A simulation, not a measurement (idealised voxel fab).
Proc. module: voxel wiring stack
Cross-section cut: width 180 nm, square cells of 5 nm.
Each cross-section below is a grid of square cells, stated as bands in top-down order, with one or more rows of cells making up each band.
Top, bottom (nm), then materials left to right with widths (nm); lone material tagged "throughout" fills the whole band edge to edge; "empty" = empty space.
Height is counted from the level 0, under which the received wafer is composed throughout of one material. The lowest of the bands is not closed at the bottom but continues downward, in the notation "0..down".
With a width like "30->40", each row of cells in the band differs from the next by the same amount, the top row carrying the first number and the bottom row the second.
It should be understood that the words "no modifications", when stated for a given step, signify that the cross-section underwent no change in any of its cells during that step.
The list in "Sealed internal cavities" covers empty spaces of 8 cells or more that cannot reach the top through any open way, and it gives each as width x height at distance; the distance is from the left edge, and width, height and distance are in nm.
The remark found on a step's line after its settings is issued by the simulator itself and pertains to that step.
The "overlay nm" setting may appear on a step's line; for a step that uses a mask, it gives how far to the right of its planned position the mask lay, and a negative value indicates the left.
LIST OF PLANNED PROCESS STEPS
1. RECEIVE, material Si
2. CONFORMAL_DEP, material SiO2, thk nm 15
3. DIRECTIONAL_DEP, material TiN, thk nm 5
4. DIRECTIONAL_DEP, material W, thk nm 20
5. PATTERN, tone cover, mask id METAL_1, material resist, width nm 20, pitch nm 45, thk nm 15, overlay nm 0
6. DIRECTIONAL_ETCH, etch materials W, depth nm 20
7. DIRECTIONAL_ETCH, etch materials TiN, depth nm 5
8. STRIP, etch materials resist
9. CONFORMAL_DEP, material SiCN, thk nm 5
10. FILL_DEP, material SiO2, thk nm 5
11. CMP, height nm 40
12. CONFORMAL_DEP, material SiCN, thk nm 5
13. DIRECTIONAL_DEP, material lowk, thk nm 25
14. MASKED_ETCH, tone open, mask id METAL_2, width nm 20, pitch nm 45, etch materials lowk, depth nm 15, overlay nm 0
15. PATTERN, tone open, mask id METAL_2_HOLES, material resist, width nm 15, thk nm 20, overlay nm 0
16. DIRECTIONAL_ETCH, etch materials lowk, depth nm 10
17. DIRECTIONAL_ETCH, etch materials SiCN, depth nm 5
18. STRIP, etch materials resist
19. CONFORMAL_DEP, material TiN, thk nm 5
20. FILL_DEP, material Cu, thk nm 5
21. CMP, height nm 70
22. CONFORMAL_DEP, material SiN, thk nm 5
THIS IS THE CROSS-SECTION OF THE WAFER AS WE RECEIVED IT, I.E. AFTER STEP 1
- 0..down | Si throughout
- Sealed internal cavities: none
END STATE OF THE MODULE IN CROSS-SECTION, GIVEN THE ABOVE STARTING POINT AND PLAN AND ONE MISTAKE IN EXECUTION
- 75..70 | SiN throughout
- 70..60 | Cu 65->50 nm, then TiN 5->20 nm, then lowk 5 nm, then TiN 5 nm, then Cu 15 nm, then TiN 5 nm, then lowk 20 nm, then TiN 5 nm, then Cu 55 nm
- 60..55 | TiN 55 nm, then lowk 20 nm, then TiN 25 nm, then lowk 20 nm, then TiN 60 nm
- 55..45 | lowk throughout
- 45..40 | SiCN throughout
- 40..20 | SiO2 50 nm, then SiCN 5 nm, then W 20 nm, then SiCN 5 nm, then SiO2 15 nm, then SiCN 5 nm, then W 20 nm, then SiCN 5 nm, then SiO2 55 nm
- 20..15 | SiCN 55 nm, then TiN 20 nm, then SiCN 25 nm, then TiN 20 nm, then SiCN 60 nm
- 15..0 | SiO2 throughout
- 0..down | Si throughout
- Sealed internal cavities: none
It is concluded that the wafer was processed incorrectly with respect to the plan, in that step 14 went in with a setting other than planned; the actual run was MASKED_ETCH, tone cover, mask id METAL_2, width nm 20, pitch nm 45, etch materials lowk, depth nm 15, overlay nm 0
